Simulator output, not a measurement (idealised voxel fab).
Title: Process Module voxel spacer lines
The width of the displayed cross-section, cut, is 225 nm; its cells are square, with a size of 5 nm.
In what follows, cross-sections appear as grids of square cells, described through bands that run from the top down, where every band is one or more rows of cells.
Top, bottom (nm), then materials left to right with widths (nm); lone material tagged "everywhere" fills the whole band edge to edge; "air" = empty space.
For the purposes of this specification, 0 denotes the height below which the wafer in its as-received condition is composed wholly of one material, and the lowermost band, lacking a lower limit, extends downward without end, as expressed in "z 0 and below".
Graded width ("30->40"): value in top row of band = first number; value in bottom row = second number; row-to-row change constant.
The designation "changes: none", where it is given for a processing step, indicates that no cell of the cross-section was altered in the course of that step.
Closed-off voids of 8+ cells (no open route to the top) go in "Completely sealed voids", written width x height at distance from the left edge, in nm.
after a step's settings: what the simulator itself notes on the step
When a step includes a mask, the "overlay nm" setting on its line states how far to the right of its planned place that mask lay, and negative values state how far to the left.

[Process steps (planned)]
1. RECEIVE: material Si
2. CONFORMAL_DEP: material SiO2, thk nm 5
3. DIRECTIONAL_DEP: material polySi, thk nm 20
4. DIRECTIONAL_DEP: material aC, thk nm 25
5. PATTERN: tone cover, mask id MANDREL, material resist, width nm 15, pitch nm 60, thk nm 30, overlay nm 0
6. DIRECTIONAL_ETCH: etch materials aC, depth nm 25
7. STRIP: etch materials resist
8. CONFORMAL_DEP: material SiN, thk nm 15
9. DIRECTIONAL_ETCH: etch materials SiN, depth nm 15
10. STRIP: etch materials aC
11. DIRECTIONAL_ETCH: etch materials polySi, depth nm 20
12. STRIP: etch materials SiN

[Wafer as received: cross-section following step 1]
- z 0 and below: Si everywhere
- Completely sealed voids: none

[Cross-section, first of two wafers, end of module, run as planned]
- z 25 to 5: 60 nm air; 15 nm polySi; 15 nm air; 15 nm polySi; 15 nm air; 15 nm polySi; 15 nm air; 15 nm polySi; 60 nm air
- z 5 to 0: SiO2 everywhere
- z 0 and below: Si everywhere
- Completely sealed voids: none

[Wafer two, sectioned after the module: the first wafer's start, the first wafer's plan, and one mistake in how it was run]
- z 20 to 0: 60 nm air; 15 nm polySi; 15 nm air; 15 nm polySi; 15 nm air; 15 nm polySi; 15 nm air; 15 nm polySi; 60 nm air
- z 0 and below: Si everywhere
- Completely sealed voids: none
Error vs. plan: with respect to the plan, step 2 was omitted and not executed
at the end the second wafer has, in cells: -45 SiO2
